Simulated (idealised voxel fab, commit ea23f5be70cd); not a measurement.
Process module heading - voxel trench capacitor
Xsec cut, 170 nm wide, square cell size 5 nm.
In this document a cross-section is written as a grid of square cells. It is given as a series of bands, listed from the top down, and a band is one or more rows of cells. For a band, the entry starts with two heights in nm, that of the top and then that of the bottom, and carries on with the band's materials in order from left to right, each alongside its width in nm; the word "throughout" beside a single material means it fills the band edge to edge, and "empty" means empty space. Height datum 0, below which the as-received substrate wafer is one material. Lowest band open at the bottom, running downward: "top 0, no bottom". Read "30->40" as a graded width: first number on top, second number at the bottom, same change between each pair of neighbouring rows. Any step labelled "everything unchanged" changed none of the cells in the cross-section. Heads up: "Entrapped voids" only lists the empty pockets with no open path to the top that are 8 cells or more, and it writes them as width x height at distance, distance from the left edge, in nm. On a step's line, text after the settings is the simulator commenting on that step. overlay nm: on a step with a mask, how far right of its planned place the mask lay; negative means left.
The process steps that were planned are listed below:
1. op RECEIVE | material Si
2. op CONFORMAL_DEP | material SiN | thk nm 10
3. op DIRECTIONAL_DEP | material aC | thk nm 15
4. op PATTERN | tone open | mask id TRENCH | material resist | width nm 25 | pitch nm 45 | thk nm 35 | overlay nm 0
5. op DIRECTIONAL_ETCH | etch materials aC | depth nm 15
6. op STRIP | etch materials resist
7. op DIRECTIONAL_ETCH | etch materials SiN | depth nm 10
8. op DIRECTIONAL_ETCH | etch materials Si | depth nm 40
9. op STRIP | etch materials aC
10. op CONFORMAL_DEP | material Al2O3 | thk nm 5
11. op CONFORMAL_DEP | material TiN | thk nm 5
12. op FILL_DEP | material W | thk nm 5
13. op CMP | height nm 10
First wafer of two (run as planned):
Cross-sectional view of the wafer in its as-received condition, corresponding to the state after step 1:
  top 0, no bottom | Si throughout
  Entrapped voids: none
Sectional view: wafer, after step 2:
  top 10, bottom 0 | SiN throughout
  Below 0 it's all the same as before, nothing changed down there.
Sectional view: wafer, after step 3:
  top 25, bottom 10 | aC throughout
  Below 10 it's all the same as before, nothing changed down there.
Sectional view: wafer, after step 4:
  top 60, bottom 25 | 25 of resist  25 of empty  20 of resist  25 of empty  20 of resist  25 of empty  30 of resist
  Below 25 it's all the same as before, nothing changed down there.
Sectional view: wafer, after step 5:
  top 45, bottom 25 | 25 of resist  25 of empty  20 of resist  25 of empty  20 of resist  25 of empty  30 of resist
  top 25, bottom 10 | 25 of aC  25 of empty  20 of aC  25 of empty  20 of aC  25 of empty  30 of aC
  Below 10 it's all the same as before, nothing changed down there.
Sectional view: wafer, after step 6:
  top 25, bottom 10 | 25 of aC  25 of empty  20 of aC  25 of empty  20 of aC  25 of empty  30 of aC
  Below 10 it's all the same as before, nothing changed down there.
Sectional view: wafer, after step 7:
  top 25, bottom 10 | 25 of aC  25 of empty  20 of aC  25 of empty  20 of aC  25 of empty  30 of aC
  top 10, bottom 0 | 25 of SiN  25 of empty  20 of SiN  25 of empty  20 of SiN  25 of empty  30 of SiN
  Below 0 it's all the same as before, nothing changed down there.
Sectional view: wafer, after step 8:
  top 25, bottom 10 | 25 of aC  25 of empty  20 of aC  25 of empty  20 of aC  25 of empty  30 of aC
  top 10, bottom 0 | 25 of SiN  25 of empty  20 of SiN  25 of empty  20 of SiN  25 of empty  30 of SiN
  top 0, bottom -40 | 25 of Si  25 of empty  20 of Si  25 of empty  20 of Si  25 of empty  30 of Si
  Below -40 it's all the same as before, nothing changed down there.
Sectional view: wafer, after step 9:
  top 10, bottom 0 | 25 of SiN  25 of empty  20 of SiN  25 of empty  20 of SiN  25 of empty  30 of SiN
  Below 0 it's all the same as before, nothing changed down there.
Sectional view: wafer, after step 10:
  top 15, bottom 10 | 30 of Al2O3  15 of empty  30 of Al2O3  15 of empty  30 of Al2O3  15 of empty  35 of Al2O3
  top 10, bottom 0 | 25 of SiN  5 of Al2O3  15 of empty  5 of Al2O3  20 of SiN  5 of Al2O3  15 of empty  5 of Al2O3  20 of SiN  5 of Al2O3  15 of empty  5 of Al2O3  30 of SiN
  top 0, bottom -35 | 25 of Si  5 of Al2O3  15 of empty  5 of Al2O3  20 of Si  5 of Al2O3  15 of empty  5 of Al2O3  20 of Si  5 of Al2O3  15 of empty  5 of Al2O3  30 of Si
  top -35, bottom -40 | 25 of Si  25 of Al2O3  20 of Si  25 of Al2O3  20 of Si  25 of Al2O3  30 of Si
  Below -40 it's all the same as before, nothing changed down there.
Sectional view: wafer, after step 11:
  top 20, bottom 15 | 35 of TiN  5 of empty  40 of TiN  5 of empty  40 of TiN  5 of empty  40 of TiN
  top 15, bottom 10 | 30 of Al2O3  5 of TiN  5 of empty  5 of TiN  30 of Al2O3  5 of TiN  5 of empty  5 of TiN  30 of Al2O3  5 of TiN  5 of empty  5 of TiN  35 of Al2O3
  top 10, bottom 0 | 25 of SiN  5 of Al2O3  5 of TiN  5 of empty  5 of TiN  5 of Al2O3  20 of SiN  5 of Al2O3  5 of TiN  5 of empty  5 of TiN  5 of Al2O3  20 of SiN  5 of Al2O3  5 of TiN  5 of empty  5 of TiN  5 of Al2O3  30 of SiN
  top 0, bottom -30 | 25 of Si  5 of Al2O3  5 of TiN  5 of empty  5 of TiN  5 of Al2O3  20 of Si  5 of Al2O3  5 of TiN  5 of empty  5 of TiN  5 of Al2O3  20 of Si  5 of Al2O3  5 of TiN  5 of empty  5 of TiN  5 of Al2O3  30 of Si
  top -30, bottom -35 | 25 of Si  5 of Al2O3  15 of TiN  5 of Al2O3  20 of Si  5 of Al2O3  15 of TiN  5 of Al2O3  20 of Si  5 of Al2O3  15 of TiN  5 of Al2O3  30 of Si
  Below -35 it's all the same as before, nothing changed down there.
Sectional view: wafer, after step 12:
  top 25, bottom 20 | W throughout
  top 20, bottom 15 | 35 of TiN  5 of W  40 of TiN  5 of W  40 of TiN  5 of W  40 of TiN
  top 15, bottom 10 | 30 of Al2O3  5 of TiN  5 of W  5 of TiN  30 of Al2O3  5 of TiN  5 of W  5 of TiN  30 of Al2O3  5 of TiN  5 of W  5 of TiN  35 of Al2O3
  top 10, bottom 0 | 25 of SiN  5 of Al2O3  5 of TiN  5 of W  5 of TiN  5 of Al2O3  20 of SiN  5 of Al2O3  5 of TiN  5 of W  5 of TiN  5 of Al2O3  20 of SiN  5 of Al2O3  5 of TiN  5 of W  5 of TiN  5 of Al2O3  30 of SiN
  top 0, bottom -30 | 25 of Si  5 of Al2O3  5 of TiN  5 of W  5 of TiN  5 of Al2O3  20 of Si  5 of Al2O3  5 of TiN  5 of W  5 of TiN  5 of Al2O3  20 of Si  5 of Al2O3  5 of TiN  5 of W  5 of TiN  5 of Al2O3  30 of Si
  Below -30 it's all the same as before, nothing changed down there.
Sectional view: wafer, after step 13:
  top 10, bottom 0 | 25 of SiN  5 of Al2O3  5 of TiN  5 of W  5 of TiN  5 of Al2O3  20 of SiN  5 of Al2O3  5 of TiN  5 of W  5 of TiN  5 of Al2O3  20 of SiN  5 of Al2O3  5 of TiN  5 of W  5 of TiN  5 of Al2O3  30 of SiN
  Below 0 it's all the same as before, nothing changed down there.
The Second Wafer: Common Origin and Plan, One Mistake in Execution, Identical to the First Through Step 9:
X-section, second wafer, when step 10 was due to finish:
  top 15, bottom 10 | 30 of TiN  15 of empty  30 of TiN  15 of empty  30 of TiN  15 of empty  35 of TiN
  top 10, bottom 0 | 25 of SiN  5 of TiN  15 of empty  5 of TiN  20 of SiN  5 of TiN  15 of empty  5 of TiN  20 of SiN  5 of TiN  15 of empty  5 of TiN  30 of SiN
  top 0, bottom -35 | 25 of Si  5 of TiN  15 of empty  5 of TiN  20 of Si  5 of TiN  15 of empty  5 of TiN  20 of Si  5 of TiN  15 of empty  5 of TiN  30 of Si
  top -35, bottom -40 | 25 of Si  25 of TiN  20 of Si  25 of TiN  20 of Si  25 of TiN  30 of Si
  Below -40 it's all the same as before, nothing changed down there.
X-section, second wafer, when step 11 was due to finish:
  top 20, bottom 15 | 35 of Al2O3  5 of empty  40 of Al2O3  5 of empty  40 of Al2O3  5 of empty  40 of Al2O3
  top 15, bottom 10 | 30 of TiN  5 of Al2O3  5 of empty  5 of Al2O3  30 of TiN  5 of Al2O3  5 of empty  5 of Al2O3  30 of TiN  5 of Al2O3  5 of empty  5 of Al2O3  35 of TiN
  top 10, bottom 0 | 25 of SiN  5 of TiN  5 of Al2O3  5 of empty  5 of Al2O3  5 of TiN  20 of SiN  5 of TiN  5 of Al2O3  5 of empty  5 of Al2O3  5 of TiN  20 of SiN  5 of TiN  5 of Al2O3  5 of empty  5 of Al2O3  5 of TiN  30 of SiN
  top 0, bottom -30 | 25 of Si  5 of TiN  5 of Al2O3  5 of empty  5 of Al2O3  5 of TiN  20 of Si  5 of TiN  5 of Al2O3  5 of empty  5 of Al2O3  5 of TiN  20 of Si  5 of TiN  5 of Al2O3  5 of empty  5 of Al2O3  5 of TiN  30 of Si
  top -30, bottom -35 | 25 of Si  5 of TiN  15 of Al2O3  5 of TiN  20 of Si  5 of TiN  15 of Al2O3  5 of TiN  20 of Si  5 of TiN  15 of Al2O3  5 of TiN  30 of Si
  Below -35 it's all the same as before, nothing changed down there.
X-section, second wafer, when step 12 was due to finish:
  top 25, bottom 20 | W throughout
  top 20, bottom 15 | 35 of Al2O3  5 of W  40 of Al2O3  5 of W  40 of Al2O3  5 of W  40 of Al2O3
  top 15, bottom 10 | 30 of TiN  5 of Al2O3  5 of W  5 of Al2O3  30 of TiN  5 of Al2O3  5 of W  5 of Al2O3  30 of TiN  5 of Al2O3  5 of W  5 of Al2O3  35 of TiN
  top 10, bottom 0 | 25 of SiN  5 of TiN  5 of Al2O3  5 of W  5 of Al2O3  5 of TiN  20 of SiN  5 of TiN  5 of Al2O3  5 of W  5 of Al2O3  5 of TiN  20 of SiN  5 of TiN  5 of Al2O3  5 of W  5 of Al2O3  5 of TiN  30 of SiN
  top 0, bottom -30 | 25 of Si  5 of TiN  5 of Al2O3  5 of W  5 of Al2O3  5 of TiN  20 of Si  5 of TiN  5 of Al2O3  5 of W  5 of Al2O3  5 of TiN  20 of Si  5 of TiN  5 of Al2O3  5 of W  5 of Al2O3  5 of TiN  30 of Si
  Below -30 it's all the same as before, nothing changed down there.
X-section, second wafer, when step 13 was due to finish:
  top 10, bottom 0 | 25 of SiN  5 of TiN  5 of Al2O3  5 of W  5 of Al2O3  5 of TiN  20 of SiN  5 of TiN  5 of Al2O3  5 of W  5 of Al2O3  5 of TiN  20 of SiN  5 of TiN  5 of Al2O3  5 of W  5 of Al2O3  5 of TiN  30 of SiN
  Below 0 it's all the same as before, nothing changed down there.
Run error: steps 10 and 11 traded places in the executed sequence
Upon completion, the second wafer contains, in terms of cells, a greater or smaller amount of certain materials than the first wafer: Al2O3: 12 fewer, TiN: 12 more
